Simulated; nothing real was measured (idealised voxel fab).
Process module, titled voxel ribs on slabs
Pictured: cross-section cut, 285 nm wide, on a grid of 5 nm square cells.
For the purposes of this document, a cross-section shall be understood as a grid of square cells, specified as bands listed in top-to-bottom order, each band consisting of one or more rows of cells. This entry defines a band. It first specifies the height of the band's top and the height of its bottom in nm, and then specifies the band's materials from left to right, stating each material with its width in nm. The word "full width" identifies a single material that fills the band from edge to edge, while the word "air" identifies empty space. Heights from 0 (as-received wafer is one material below). Bottom band endless downward, as "0 -> down". A two-number width, for instance "30->40", indicates that the width is equal to the first number in the top row of the band and to the second number in the bottom row, and that it changes by a constant amount per row of cells. "no modifications" after a step means that no cell of the cross-section changed. "Catalogued sealed voids" enumerates empty spaces isolated from the top, with no open way to it, that contain at least 8 cells, giving each as width x height at distance from the left edge, all three in nm. What comes after the settings on a step's line is commentary from the simulator itself on that step. A step line may carry the setting "overlay nm", which, for steps involving a mask, states the distance by which the mask lay to the right of its intended position; negative values denote displacement to the left.

HERE'S WHAT THE PLANNED PROCESS STEPS LOOK LIKE
1) RECEIVE with material Si
2) DIRECTIONAL_DEP with material SiO2, thk nm 20
3) DIRECTIONAL_DEP with material polySi, thk nm 25
4) DIRECTIONAL_DEP with material aC, thk nm 15
5) PATTERN with tone cover, mask id RIB, material resist, width nm 20, thk nm 35, overlay nm 0
6) DIRECTIONAL_ETCH with etch materials aC, depth nm 15
7) STRIP with etch materials resist
8) DIRECTIONAL_ETCH with etch materials polySi, depth nm 20
9) STRIP with etch materials aC
10) MASKED_ETCH with tone cover, mask id SLAB, width nm 60, etch materials polySi, depth nm 5, overlay nm 0
11) FILL_DEP with material SiO2, thk nm 25
12) CMP with height nm 60
13) DIRECTIONAL_DEP with material W, thk nm 10
14) DIRECTIONAL_DEP with material aC, thk nm 15
15) PATTERN with tone cover, mask id HEATER, material resist, width nm 30, thk nm 35, overlay nm 0
16) DIRECTIONAL_ETCH with etch materials aC, depth nm 15
17) STRIP with etch materials resist
18) DIRECTIONAL_ETCH with etch materials W, depth nm 10
19) STRIP with etch materials aC
20) CONFORMAL_DEP with material SiO2, thk nm 10

FIRST WAFER OF TWO (RUN AS PLANNED)

CROSS-SECTION OF THE WAFER AT RECEIPT, WHICH IS THE CONDITION AFTER STEP 1
    0 -> down | Si full width
    Catalogued sealed voids: none

AFTER STEP 2
    20 -> 0 | SiO2 full width
    Everything below 0 is unchanged.

AFTER STEP 3
    45 -> 20 | polySi full width
    Everything below 20 is unchanged.

AFTER STEP 4
    60 -> 45 | aC full width
    Everything below 45 is unchanged.

AFTER STEP 5
    95 -> 60 | 130 air  20 resist  135 air
    Everything below 60 is unchanged.

AFTER STEP 6
    80 -> 60 | 130 air  20 resist  135 air
    60 -> 45 | 130 air  20 aC  135 air
    Everything below 45 is unchanged.

AFTER STEP 7
    60 -> 45 | 130 air  20 aC  135 air
    Everything below 45 is unchanged.

AFTER STEP 8
    60 -> 45 | 130 air  20 aC  135 air
    45 -> 25 | 130 air  20 polySi  135 air
    Everything below 25 is unchanged.

AFTER STEP 9
    45 -> 25 | 130 air  20 polySi  135 air
    Everything below 25 is unchanged.

AFTER STEP 10
    45 -> 25 | 130 air  20 polySi  135 air
    25 -> 20 | 110 air  60 polySi  115 air
    Everything below 20 is unchanged.

AFTER STEP 11
    70 -> 45 | SiO2 full width
    45 -> 25 | 130 SiO2  20 polySi  135 SiO2
    25 -> 20 | 110 SiO2  60 polySi  115 SiO2
    Everything below 20 is unchanged.

AFTER STEP 12
    60 -> 45 | SiO2 full width
    Everything below 45 is unchanged.

AFTER STEP 13
    70 -> 60 | W full width
    Everything below 60 is unchanged.

AFTER STEP 14
    85 -> 70 | aC full width
    Everything below 70 is unchanged.

AFTER STEP 15
    120 -> 85 | 125 air  30 resist  130 air
    Everything below 85 is unchanged.

AFTER STEP 16
    105 -> 85 | 125 air  30 resist  130 air
    85 -> 70 | 125 air  30 aC  130 air
    Everything below 70 is unchanged.

AFTER STEP 17
    85 -> 70 | 125 air  30 aC  130 air
    Everything below 70 is unchanged.

AFTER STEP 18
    85 -> 70 | 125 air  30 aC  130 air
    70 -> 60 | 125 air  30 W  130 air
    Everything below 60 is unchanged.

AFTER STEP 19
    70 -> 60 | 125 air  30 W  130 air
    Everything below 60 is unchanged.

AFTER STEP 20
    80 -> 70 | 115 air  50 SiO2  120 air
    70 -> 60 | 125 SiO2  30 W  130 SiO2
    Everything below 60 is unchanged.

WAFER TWO. SAME START, SAME PLAN, ONE SLIP IN EXECUTION. SAME AS WAFER ONE THROUGH STEP 1, INCLUSIVE

CROSS-SECTIONAL VIEW OF THE SECOND WAFER AT THE INTENDED END TIME OF PROCESS STEP 2
    25 -> 0 | SiO2 full width
    Everything below 0 is unchanged.

CROSS-SECTIONAL VIEW OF THE SECOND WAFER AT THE INTENDED END TIME OF PROCESS STEP 3
    50 -> 25 | polySi full width
    Everything below 25 is unchanged.

CROSS-SECTIONAL VIEW OF THE SECOND WAFER AT THE INTENDED END TIME OF PROCESS STEP 4
    65 -> 50 | aC full width
    Everything below 50 is unchanged.

CROSS-SECTIONAL VIEW OF THE SECOND WAFER AT THE INTENDED END TIME OF PROCESS STEP 5
    100 -> 65 | 130 air  20 resist  135 air
    Everything below 65 is unchanged.

CROSS-SECTIONAL VIEW OF THE SECOND WAFER AT THE INTENDED END TIME OF PROCESS STEP 6
    85 -> 65 | 130 air  20 resist  135 air
    65 -> 50 | 130 air  20 aC  135 air
    Everything below 50 is unchanged.

CROSS-SECTIONAL VIEW OF THE SECOND WAFER AT THE INTENDED END TIME OF PROCESS STEP 7
    65 -> 50 | 130 air  20 aC  135 air
    Everything below 50 is unchanged.

CROSS-SECTIONAL VIEW OF THE SECOND WAFER AT THE INTENDED END TIME OF PROCESS STEP 8
    65 -> 50 | 130 air  20 aC  135 air
    50 -> 30 | 130 air  20 polySi  135 air
    Everything below 30 is unchanged.

CROSS-SECTIONAL VIEW OF THE SECOND WAFER AT THE INTENDED END TIME OF PROCESS STEP 9
    50 -> 30 | 130 air  20 polySi  135 air
    Everything below 30 is unchanged.

CROSS-SECTIONAL VIEW OF THE SECOND WAFER AT THE INTENDED END TIME OF PROCESS STEP 10
    50 -> 30 | 130 air  20 polySi  135 air
    30 -> 25 | 110 air  60 polySi  115 air
    Everything below 25 is unchanged.

CROSS-SECTIONAL VIEW OF THE SECOND WAFER AT THE INTENDED END TIME OF PROCESS STEP 11
    75 -> 50 | SiO2 full width
    50 -> 30 | 130 SiO2  20 polySi  135 SiO2
    30 -> 25 | 110 SiO2  60 polySi  115 SiO2
    Everything below 25 is unchanged.

CROSS-SECTIONAL VIEW OF THE SECOND WAFER AT THE INTENDED END TIME OF PROCESS STEP 12
    60 -> 50 | SiO2 full width
    Everything below 50 is unchanged.

CROSS-SECTIONAL VIEW OF THE SECOND WAFER AT THE INTENDED END TIME OF PROCESS STEP 13
    70 -> 60 | W full width
    Everything below 60 is unchanged.

CROSS-SECTIONAL VIEW OF THE SECOND WAFER AT THE INTENDED END TIME OF PROCESS STEP 14
    85 -> 70 | aC full width
    Everything below 70 is unchanged.

CROSS-SECTIONAL VIEW OF THE SECOND WAFER AT THE INTENDED END TIME OF PROCESS STEP 15
    120 -> 85 | 125 air  30 resist  130 air
    Everything below 85 is unchanged.

CROSS-SECTIONAL VIEW OF THE SECOND WAFER AT THE INTENDED END TIME OF PROCESS STEP 16
    105 -> 85 | 125 air  30 resist  130 air
    85 -> 70 | 125 air  30 aC  130 air
    Everything below 70 is unchanged.

CROSS-SECTIONAL VIEW OF THE SECOND WAFER AT THE INTENDED END TIME OF PROCESS STEP 17
    85 -> 70 | 125 air  30 aC  130 air
    Everything below 70 is unchanged.

CROSS-SECTIONAL VIEW OF THE SECOND WAFER AT THE INTENDED END TIME OF PROCESS STEP 18
    85 -> 70 | 125 air  30 aC  130 air
    70 -> 60 | 125 air  30 W  130 air
    Everything below 60 is unchanged.

CROSS-SECTIONAL VIEW OF THE SECOND WAFER AT THE INTENDED END TIME OF PROCESS STEP 19
    70 -> 60 | 125 air  30 W  130 air
    Everything below 60 is unchanged.

CROSS-SECTIONAL VIEW OF THE SECOND WAFER AT THE INTENDED END TIME OF PROCESS STEP 20
    80 -> 70 | 115 air  50 SiO2  120 air
    70 -> 60 | 125 SiO2  30 W  130 SiO2
    Everything below 60 is unchanged.
What was done differently from what was planned? step 2, actual vs plan mismatch, actual run DIRECTIONAL_DEP with material SiO2, thk nm 25
At the end, the second wafer has the same number of cells of each material as the first, but those cells sit in other places.
